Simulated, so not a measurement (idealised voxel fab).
process module | voxel transistor to metal
cross-section cut | 290 nm wide | cells 5 nm
A cross-section is a grid of square cells, given in bands from the top down. A band is one or more rows of cells.
Each band's line starts with the height of the band's top and of its bottom, in nm. Then come its materials from left to right, each with its width in nm. One material with "throughout" fills the band from edge to edge. "air" is empty space.
Height 0 is the level under which the wafer as received is all one material. The lowest band goes on downwards, as in "0 down".
A width such as "30 to 40" changes by the same amount from each row of cells to the next, from the band's top row to its bottom row.
"no change" after a step means that no cell of the cross-section changed.
closed voids: empty space of 8 cells or more with no open way to the top, each as width x height at its distance from the left edge, in nm
after a step's settings: what the simulator itself notes on the step
overlay nm, on a step with a mask: how far to the right of its planned place the mask lay; to the left if negative
plan
1 op RECEIVE | material Si
2 op OXIDIZE | depth nm 5
3 op CONFORMAL_DEP | material SiN | thk nm 10
4 op PATTERN | tone cover | mask id ACTIVE | material resist | width nm 115 | pitch nm 140 | thk nm 15 | overlay nm 0
5 op DIRECTIONAL_ETCH | etch materials SiN | depth nm 10
6 op DIRECTIONAL_ETCH | etch materials SiO2 | depth nm 5
7 op DIRECTIONAL_ETCH | etch materials Si | depth nm 20
8 op STRIP | etch materials resist
9 op FILL_DEP | material SiO2 | thk nm 10
10 op CMP | height nm 10
11 op SELECTIVE_ETCH | etch materials SiO2 | depth nm 5
12 op STRIP | etch materials SiN
13 op SELECTIVE_ETCH | etch materials SiO2 | depth nm 5
14 op OXIDIZE | depth nm 5
15 op DIRECTIONAL_DEP | material polySi | thk nm 30
16 op DIRECTIONAL_DEP | material SiCN | thk nm 15
17 op DIRECTIONAL_DEP | material aC | thk nm 10
18 op PATTERN | tone cover | mask id GATE | material resist | width nm 25 | pitch nm 140 | thk nm 25 | overlay nm 0
19 op DIRECTIONAL_ETCH | etch materials aC | depth nm 10
20 op STRIP | etch materials resist
21 op DIRECTIONAL_ETCH | etch materials SiCN | depth nm 25
22 op DIRECTIONAL_ETCH | etch materials polySi | depth nm 40
23 op STRIP | etch materials aC
24 op CONFORMAL_DEP | material SiO2 | thk nm 5
25 op DIRECTIONAL_ETCH | etch materials SiO2 | depth nm 5
26 op CONFORMAL_DEP | material SiN | thk nm 10
27 op DIRECTIONAL_ETCH | etch materials SiN | depth nm 10
28 op DIRECTIONAL_ETCH | etch materials SiO2 | depth nm 5
29 op DIRECTIONAL_ETCH | etch materials Si | depth nm 15
30 op EPI | material SiGe | thk nm 15
31 op FILL_DEP | material SiO2 | thk nm 5
32 op CMP | height nm 40
33 op DIRECTIONAL_DEP | material SiO2 | thk nm 15
34 op MASKED_ETCH | tone open | mask id CONTACT | width nm 30 | etch materials SiO2 | depth nm 50 | overlay nm 0
35 op CONFORMAL_DEP | material TiN | thk nm 5
36 op FILL_DEP | material W | thk nm 5
37 op CMP | height nm 55
38 op CONFORMAL_DEP | material SiN | thk nm 5
39 op DIRECTIONAL_DEP | material lowk | thk nm 15
40 op MASKED_ETCH | tone open | mask id METAL_1 | width nm 20 | etch materials lowk | depth nm 15 | overlay nm 0
41 op MASKED_ETCH | tone open | mask id METAL_1 | width nm 20 | etch materials SiN | depth nm 5 | overlay nm 0
42 op CONFORMAL_DEP | material TiN | thk nm 5
43 op FILL_DEP | material Cu | thk nm 10
44 op CMP | height nm 75
45 op EPI | material Ru | thk nm 5
46 op FILL_DEP | material SiCN | thk nm 5
as received, after step 1
  0 down: Si throughout
  closed voids: none
a wafer at the end: this start, this plan, one mistake
  85 to 80: SiCN throughout
  80 to 75: SiCN 20 | Ru 30 | SiCN 45 | Ru 30 | SiCN 35 | Ru 30 | SiCN 45 | Ru 30 | SiCN 25
  75 to 65: lowk 25 | TiN 5 | Cu 10 | TiN 5 | lowk 55 | TiN 5 | Cu 10 | TiN 5 | lowk 45 | TiN 5 | Cu 10 | TiN 5 | lowk 55 | TiN 5 | Cu 10 | TiN 5 | lowk 30
  65 to 60: lowk 25 | TiN 20 | lowk 55 | TiN 20 | lowk 45 | TiN 20 | lowk 55 | TiN 20 | lowk 30
  60 to 55: W throughout
  55 to 45: SiO2 25 | TiN 5 | W 20 | TiN 5 | SiO2 35 | TiN 5 | W 20 | TiN 5 | SiO2 45 | TiN 5 | W 20 | TiN 5 | SiO2 35 | TiN 5 | W 20 | TiN 5 | SiO2 30
  45 to 40: SiO2 25 | TiN 5 | W 10 | TiN 15 | SiO2 35 | TiN 15 | W 10 | TiN 5 | SiO2 45 | TiN 5 | W 10 | TiN 15 | SiO2 35 | TiN 15 | W 10 | TiN 5 | SiO2 30
  40 to 25: SiO2 25 | TiN 5 | W 10 | TiN 5 | SiN 10 | SiO2 5 | SiCN 25 | SiO2 5 | SiN 10 | TiN 5 | W 10 | TiN 5 | SiO2 45 | TiN 5 | W 10 | TiN 5 | SiN 10 | SiO2 5 | SiCN 25 | SiO2 5 | SiN 10 | TiN 5 | W 10 | TiN 5 | SiO2 30
  25 to 10: SiO2 25 | TiN 5 | W 10 | TiN 5 | SiN 10 | SiO2 5 | polySi 25 | SiO2 5 | SiN 10 | TiN 5 | W 10 | TiN 5 | SiO2 45 | TiN 5 | W 10 | TiN 5 | SiN 10 | SiO2 5 | polySi 25 | SiO2 5 | SiN 10 | TiN 5 | W 10 | TiN 5 | SiO2 30
  10 to 5: SiO2 25 | TiN 20 | SiN 10 | SiO2 5 | polySi 25 | SiO2 5 | SiN 10 | TiN 20 | SiO2 45 | TiN 20 | SiN 10 | SiO2 5 | polySi 25 | SiO2 5 | SiN 10 | TiN 20 | SiO2 30
  5 to 0: SiO2 20 | SiGe 25 | SiN 10 | SiO2 5 | polySi 25 | SiO2 5 | SiN 10 | SiGe 25 | SiO2 35 | SiGe 25 | SiN 10 | SiO2 5 | polySi 25 | SiO2 5 | SiN 10 | SiGe 25 | SiO2 25
  0 to -5: SiO2 15 | SiN 10 | SiGe 20 | SiN 10 | SiO2 5 | polySi 25 | SiO2 5 | SiN 10 | SiGe 20 | SiN 10 | SiO2 25 | SiN 10 | SiGe 20 | SiN 10 | SiO2 5 | polySi 25 | SiO2 5 | SiN 10 | SiGe 20 | SiN 10 | SiO2 20
  -5 to -10: SiO2 25 | SiGe 20 | SiO2 55 | SiGe 20 | SiO2 45 | SiGe 20 | SiO2 55 | SiGe 20 | SiO2 30
  -10 to -25: SiO2 15 | Si 10 | SiGe 20 | Si 55 | SiGe 20 | Si 10 | SiO2 25 | Si 10 | SiGe 20 | Si 55 | SiGe 20 | Si 10 | SiO2 20
  -25 down: Si throughout
  closed voids: none
what went wrong: step 38 ran as: op CONFORMAL_DEP | material W | thk nm 5
